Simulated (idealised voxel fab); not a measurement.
process module | voxel ribs on slabs
cross-section cut | 250 nm wide | cells 5 nm
A cross-section is a grid of square cells, given in bands from the top down. A band is one or more rows of cells.
Each band's line starts with the height of the band's top and of its bottom, in nm. Then come its materials from left to right, each with its width in nm. One material with "throughout" fills the band from edge to edge. "air" is empty space.
Height 0 is the level under which the wafer as received is all one material. The lowest band goes on downwards, as in "0 down".
A width such as "30 to 40" changes by the same amount from each row of cells to the next, from the band's top row to its bottom row.
"no change" after a step means that no cell of the cross-section changed.
closed voids: empty space of 8 cells or more with no open way to the top, each as width x height at its distance from the left edge, in nm
after a step's settings: what the simulator itself notes on the step
overlay nm, on a step with a mask: how far to the right of its planned place the mask lay; to the left if negative
plan
1 op RECEIVE | material Si
2 op DIRECTIONAL_DEP | material SiO2 | thk nm 20
3 op DIRECTIONAL_DEP | material polySi | thk nm 25
4 op MASKED_ETCH | tone cover | mask id RIB | width nm 20 | etch materials polySi | depth nm 10 | overlay nm 0
5 op PATTERN | tone cover | mask id SLAB | material resist | width nm 70 | thk nm 15 | overlay nm 0
6 op DIRECTIONAL_ETCH | etch materials polySi | depth nm 15
7 op STRIP | etch materials resist
8 op FILL_DEP | material SiO2 | thk nm 20
9 op CMP | height nm 55
10 op DIRECTIONAL_DEP | material W | thk nm 5
11 op DIRECTIONAL_DEP | material aC | thk nm 10
12 op PATTERN | tone cover | mask id HEATER | material resist | width nm 30 | thk nm 25 | overlay nm 0
13 op DIRECTIONAL_ETCH | etch materials aC | depth nm 10
14 op STRIP | etch materials resist
15 op DIRECTIONAL_ETCH | etch materials W | depth nm 5
16 op STRIP | etch materials aC
17 op CONFORMAL_DEP | material SiN | thk nm 5
first wafer, as planned
as received, after step 1
  0 down: Si throughout
  closed voids: none
after step 2
  20 to 0: SiO2 throughout
  below 0: unchanged
after step 3
  45 to 20: polySi throughout
  below 20: unchanged
after step 4
  45 to 35: air 115 | polySi 20 | air 115
  below 35: unchanged
after step 5
  60 to 45: air 90 | resist 70 | air 90
  45 to 35: air 90 | resist 25 | polySi 20 | resist 25 | air 90
  below 35: unchanged
after step 6
  60 to 45: air 90 | resist 70 | air 90
  45 to 35: air 90 | resist 25 | polySi 20 | resist 25 | air 90
  35 to 20: air 90 | polySi 70 | air 90
  below 20: unchanged
after step 7
  45 to 35: air 115 | polySi 20 | air 115
  below 35: unchanged
after step 8
  65 to 45: SiO2 throughout
  45 to 35: SiO2 115 | polySi 20 | SiO2 115
  35 to 20: SiO2 90 | polySi 70 | SiO2 90
  below 20: unchanged
after step 9
  55 to 45: SiO2 throughout
  below 45: unchanged
after step 10
  60 to 55: W throughout
  below 55: unchanged
after step 11
  70 to 60: aC throughout
  below 60: unchanged
after step 12
  95 to 70: air 110 | resist 30 | air 110
  below 70: unchanged
after step 13
  85 to 70: air 110 | resist 30 | air 110
  70 to 60: air 110 | aC 30 | air 110
  below 60: unchanged
after step 14
  70 to 60: air 110 | aC 30 | air 110
  below 60: unchanged
after step 15
  70 to 60: air 110 | aC 30 | air 110
  60 to 55: air 110 | W 30 | air 110
  below 55: unchanged
after step 16
  60 to 55: air 110 | W 30 | air 110
  below 55: unchanged
after step 17
  65 to 60: air 105 | SiN 40 | air 105
  60 to 55: SiN 110 | W 30 | SiN 110
  below 55: unchanged
second wafer: like start, like plan, one mistake. Through step 11 it matches the first wafer
when step 12 should have ended
  95 to 70: resist 110 | air 30 | resist 110
  below 70: unchanged
when step 13 should have ended
  85 to 70: resist 110 | air 30 | resist 110
  70 to 60: aC 110 | air 30 | aC 110
  below 60: unchanged
when step 14 should have ended
  70 to 60: aC 110 | air 30 | aC 110
  below 60: unchanged
when step 15 should have ended
  70 to 60: aC 110 | air 30 | aC 110
  60 to 55: W 110 | air 30 | W 110
  below 55: unchanged
when step 16 should have ended
  60 to 55: W 110 | air 30 | W 110
  below 55: unchanged
when step 17 should have ended
  65 to 60: SiN 115 | air 20 | SiN 115
  60 to 55: W 110 | SiN 30 | W 110
  below 55: unchanged
what went wrong: step 12 ran as: op PATTERN | tone open | mask id HEATER | material resist | width nm 30 | thk nm 25 | overlay nm 0
at the end the second wafer has, in cells: 38 more of W
